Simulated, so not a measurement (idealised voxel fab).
The following is a process module called voxel ribs on slabs.
Section cut is 285 nm wide and gridded with 5 nm square cells.
Throughout this document, each cross-section is represented as a grid of square cells and is presented as a sequence of bands enumerated from the top downward, where a band comprises one or more rows of cells.
It is stipulated that each band's entry specify, in nanometres, the height of the top of the band and then that of its bottom, followed by the materials of the band in left-to-right sequence, each together with its width in nanometres. A single material marked by the word "all across" is understood to fill the band from edge to edge; the word "empty" is understood to denote empty space.
Basically, 0 is our baseline, since under it the wafer straight out of the box is all one material. The bottom band has no lower end and keeps on going down, so it looks like "0 down".
Per-row width for "30 to 40": begins at first number (top row of band), ends at second number (bottom row), increment between rows held constant.
The designation "nothing got changed", where it is given for a processing step, indicates that no cell of the cross-section was altered in the course of that step.
The list in "Completely sealed voids" covers empty spaces of 8 cells or more that cannot reach the top through any open way, and it gives each as width x height at distance; the distance is from the left edge, and width, height and distance are in nm.
If you see something after the settings on a step's line, that's the simulator's own remark about that step.
Regarding "overlay nm": on a step with a mask, it is the distance the mask lay to the right of its planned place; a negative value places it to the left.

### So here's the lineup of process steps we planned
1: RECEIVE, material Si
2: DIRECTIONAL_DEP, material SiO2, thk nm 20
3: DIRECTIONAL_DEP, material polySi, thk nm 25
4: PATTERN, tone cover, mask id RIB, material resist, width nm 30, thk nm 20, overlay nm 0
5: DIRECTIONAL_ETCH, etch materials polySi, depth nm 5
6: STRIP, etch materials resist
7: PATTERN, tone cover, mask id SLAB, material resist, width nm 60, thk nm 15, overlay nm 0
8: DIRECTIONAL_ETCH, etch materials polySi, depth nm 20
9: STRIP, etch materials resist
10: FILL_DEP, material SiO2, thk nm 30
11: CMP, height nm 65
12: DIRECTIONAL_DEP, material W, thk nm 10
13: PATTERN, tone cover, mask id HEATER, material resist, width nm 40, thk nm 15, overlay nm 0
14: DIRECTIONAL_ETCH, etch materials W, depth nm 10
15: STRIP, etch materials resist
16: CONFORMAL_DEP, material SiN, thk nm 5

### Cross-section of the wafer at receipt, which is the condition after step 1
  0 down: Si all across
  Completely sealed voids: none

### Cross-sectional image of the first of two wafers at the end of the module, the run having proceeded as planned
  80 to 75: empty 115 nm / SiN 50 nm / empty 120 nm
  75 to 70: empty 115 nm / SiN 5 nm / W 40 nm / SiN 5 nm / empty 120 nm
  70 to 65: SiN 120 nm / W 40 nm / SiN 125 nm
  65 to 45: SiO2 all across
  45 to 40: SiO2 125 nm / polySi 30 nm / SiO2 130 nm
  40 to 20: SiO2 110 nm / polySi 60 nm / SiO2 115 nm
  20 to 0: SiO2 all across
  0 down: Si all across
  Completely sealed voids: none

### Now the second wafer, cross-sectioned at the end of the module. Nothing different at the start, nothing different in the plan compared with the first, just one mistake when it was actually run
  80 to 75: empty 115 nm / SiN 50 nm / empty 120 nm
  75 to 70: empty 115 nm / SiN 5 nm / W 40 nm / SiN 5 nm / empty 120 nm
  70 to 65: SiN 120 nm / W 40 nm / SiN 125 nm
  65 to 55: SiO2 all across
  55 to 50: SiO2 125 nm / polySi 30 nm / SiO2 130 nm
  50 to 30: SiO2 110 nm / polySi 60 nm / SiO2 115 nm
  30 to 20: polySi all across
  20 to 0: SiO2 all across
  0 down: Si all across
  Completely sealed voids: none
Short version of what went wrong: step 3 off recipe, ran as DIRECTIONAL_DEP, material polySi, thk nm 35
Wrapping up, a cell-based count of both wafers puts the second over or under the first for these materials: SiO2: 114 fewer; polySi: 114 more
